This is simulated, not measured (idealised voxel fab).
Presented below is a process module, voxel gate over fins.
The figure presents cross-section cut, which has a width of 210 nm and is divided into square cells with an edge length of 5 nm.
Cross-sections here: square-cell grids, written as top-down lists of bands, a band being one or more rows of cells. What a band's entry tells you: where the top is and where the bottom is, as heights in nm, and after that what lies inside, material by material from left to right, each with its width in nm. Empty space is written as the word "air", and a single material marked with the word "edge to edge" occupies the band from edge to edge. A quick word on heights: they are counted from 0, and under that level the wafer as it came to us is one material throughout. The lowest band is different from the rest in having no bottom; it simply continues downward, written as in "0..down". So if you see something like "30->40" for the width, read it as the top row of the band sitting at the first number and the bottom row at the second, with every row in between moving by the same amount as the last. Step note "remains unaltered" = no cross-section cell changed. Sealed voids: empty space of 8 cells or more with no open way to the top, each as width x height at its distance from the left edge, in nm. That trailing text on a step's line, after the settings, is the simulator's own remark on the step. Steps that use a mask can have "overlay nm" on their line. It says how far the mask sat to the right of where it was meant to be. Negative means to the left.

[The process steps that were planned are listed below]
1) RECEIVE (material Si)
2) CONFORMAL_DEP (material SiN; thk nm 10)
3) DIRECTIONAL_DEP (material aC; thk nm 15)
4) PATTERN (tone cover; mask id FINS; material resist; width nm 15; pitch nm 50; thk nm 30; overlay nm 0)
5) DIRECTIONAL_ETCH (etch materials aC; depth nm 15)
6) STRIP (etch materials resist)
7) DIRECTIONAL_ETCH (etch materials SiN; depth nm 10)
8) DIRECTIONAL_ETCH (etch materials Si; depth nm 35)
9) STRIP (etch materials aC)
10) FILL_DEP (material SiO2; thk nm 10)
11) CMP (height nm 10)
12) MASKED_ETCH (tone open; mask id RAIL; width nm 15; etch materials SiO2; depth nm 40; overlay nm 0)
13) CONFORMAL_DEP (material TiN; thk nm 5)
14) FILL_DEP (material W; thk nm 5)
15) CMP (height nm 10)
16) SELECTIVE_ETCH (etch materials W Ru TiN; depth nm 25)
17) FILL_DEP (material SiO2; thk nm 5)
18) CMP (height nm 10)
19) SELECTIVE_ETCH (etch materials SiO2; depth nm 20)
20) STRIP (etch materials SiN)
21) CONFORMAL_DEP (material HfO2; thk nm 5)
22) CONFORMAL_DEP (material TiN; thk nm 5)
23) CONFORMAL_DEP (material TiAl; thk nm 5)
24) CONFORMAL_DEP (material TiN; thk nm 5)
25) FILL_DEP (material W; thk nm 15)
26) CMP (height nm 30)
27) CONFORMAL_DEP (material SiN; thk nm 5)

[Incoming wafer in cross-section (state: after step 1)]
> 0..down: Si edge to edge
> Sealed voids: none

[End-of-module cross-section. Starting structure and process plan as above; one mistake made in running it]
> 35..30: SiN edge to edge
> 30..20: W edge to edge
> 20..15: W: 25, TiN: 160, W: 25
> 15..10: W: 25, TiN: 5, TiAl: 150, TiN: 5, W: 25
> 10..5: TiN: 30, TiAl: 5, TiN: 40, TiAl: 10, TiN: 40, TiAl: 10, TiN: 40, TiAl: 5, TiN: 30
> 5..0: TiAl: 35, TiN: 5, HfO2: 30, TiN: 5, TiAl: 10, TiN: 5, HfO2: 30, TiN: 5, TiAl: 10, TiN: 5, HfO2: 30, TiN: 5, TiAl: 35
> 0..-5: TiN: 40, HfO2: 5, Si: 20, HfO2: 5, TiN: 20, HfO2: 5, Si: 20, HfO2: 5, TiN: 20, HfO2: 5, Si: 20, HfO2: 5, TiN: 40
> -5..-10: HfO2: 45, Si: 20, HfO2: 30, Si: 20, HfO2: 30, Si: 20, HfO2: 45
> -10..-15: SiO2: 45, Si: 20, SiO2: 30, Si: 20, SiO2: 30, Si: 20, SiO2: 45
> -15..-25: SiO2: 45, Si: 20, SiO2: 5, TiN: 5, W: 5, TiN: 5, SiO2: 10, Si: 20, SiO2: 30, Si: 20, SiO2: 45
> -25..-30: SiO2: 45, Si: 20, SiO2: 5, TiN: 15, SiO2: 10, Si: 20, SiO2: 30, Si: 20, SiO2: 45
> -30..-35: SiO2: 45, Si: 20, SiO2: 30, Si: 20, SiO2: 30, Si: 20, SiO2: 45
> -35..down: Si edge to edge
> Sealed voids: none
Against the plan, the run slipped here: rather than as planned, step 4 actually ran as PATTERN (tone cover; mask id FINS; material resist; width nm 20; pitch nm 50; thk nm 30; overlay nm 0)
